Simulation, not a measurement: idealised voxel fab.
The process module presented herein is designated voxel self aligned contacts.
Cross-section cut: width 260 nm, square cells of 5 nm.
Cross-section = grid of square cells, listed top down in bands; band = one or more rows.
Heads up on the band format: heights come first, top then bottom, in nm. After that it's the materials left to right, each with its width in nm. A single material flagged "edge to edge" fills the whole band edge to edge, and "blank" means there's empty space there.
The reference from which all heights are counted is 0, the level beneath which the as-received wafer is entirely one material; the lowest band, having no lower bound, proceeds downward and is written after the example "0 and below".
The width entry "30..40" should be interpreted row by row: the top row of cells in the band takes the first number, the bottom row takes the second number, and the change between adjacent rows is uniform throughout.
"nothing got changed" -> step changed no cross-section cell.
Enclosed voids (no open way to top), threshold 8 cells or more, entry "Voids lacking openings", notation width x height at distance, distance from left edge, nm.
Read whatever lies past the settings on a step's line as the simulator's own remark about the step.
overlay nm: how far to the right of its planned place the mask lay on this masked step (negative: to the left).

-- The following list gives the planned process steps
1 RECEIVE, material Si
2 OXIDIZE, depth nm 5
3 DIRECTIONAL_DEP, material polySi, thk nm 30
4 DIRECTIONAL_DEP, material SiN, thk nm 25
5 PATTERN, tone cover, mask id GATE, material resist, width nm 25, pitch nm 70, thk nm 15, overlay nm -15
6 DIRECTIONAL_ETCH, etch materials SiN, depth nm 25
7 DIRECTIONAL_ETCH, etch materials polySi, depth nm 30
8 STRIP, etch materials resist
9 CONFORMAL_DEP, material SiN, thk nm 10
10 DIRECTIONAL_ETCH, etch materials SiN, depth nm 10
11 FILL_DEP, material SiO2, thk nm 15
12 CMP, height nm 65
13 MASKED_ETCH, tone open, mask id CONTACT, width nm 55, pitch nm 70, etch materials SiO2, depth nm 70, overlay nm 0
14 CONFORMAL_DEP, material TiN, thk nm 5
15 FILL_DEP, material W, thk nm 10
16 CMP, height nm 65
17 CONFORMAL_DEP, material SiN, thk nm 5
All wafers enter the flow in the same state. The overlay nm at step 5 differs from wafer to wafer, and the plan gives the value for the first wafer.

-- The first of several wafers as received, shown in cross-section; this is its state after step 1
  0 and below: Si edge to edge
  Voids lacking openings: none

-- Basically each wafer gets a line in the table, showing it at the end of the module: material by material, the cells it gained (+) or lost (-) since we got it, then its closed voids
overlay nm -15 | -52 Si | +259 SiN | +267 SiO2 | +74 TiN | +90 W | +90 polySi | Voids lacking openings: none
overlay nm -10 | -52 Si | +259 SiN | +267 SiO2 | +74 TiN | +90 W | +90 polySi | Voids lacking openings: none
overlay nm -5 | -52 Si | +259 SiN | +267 SiO2 | +74 TiN | +90 W | +90 polySi | Voids lacking openings: none
overlay nm 0 | -52 Si | +259 SiN | +267 SiO2 | +74 TiN | +90 W | +90 polySi | Voids lacking openings: none
overlay nm 5 | -52 Si | +259 SiN | +267 SiO2 | +74 TiN | +90 W | +90 polySi | Voids lacking openings: none
overlay nm 10 | -52 Si | +259 SiN | +267 SiO2 | +74 TiN | +90 W | +90 polySi | Voids lacking openings: none
overlay nm 15 | -52 Si | +259 SiN | +267 SiO2 | +74 TiN | +90 W | +90 polySi | Voids lacking openings: none
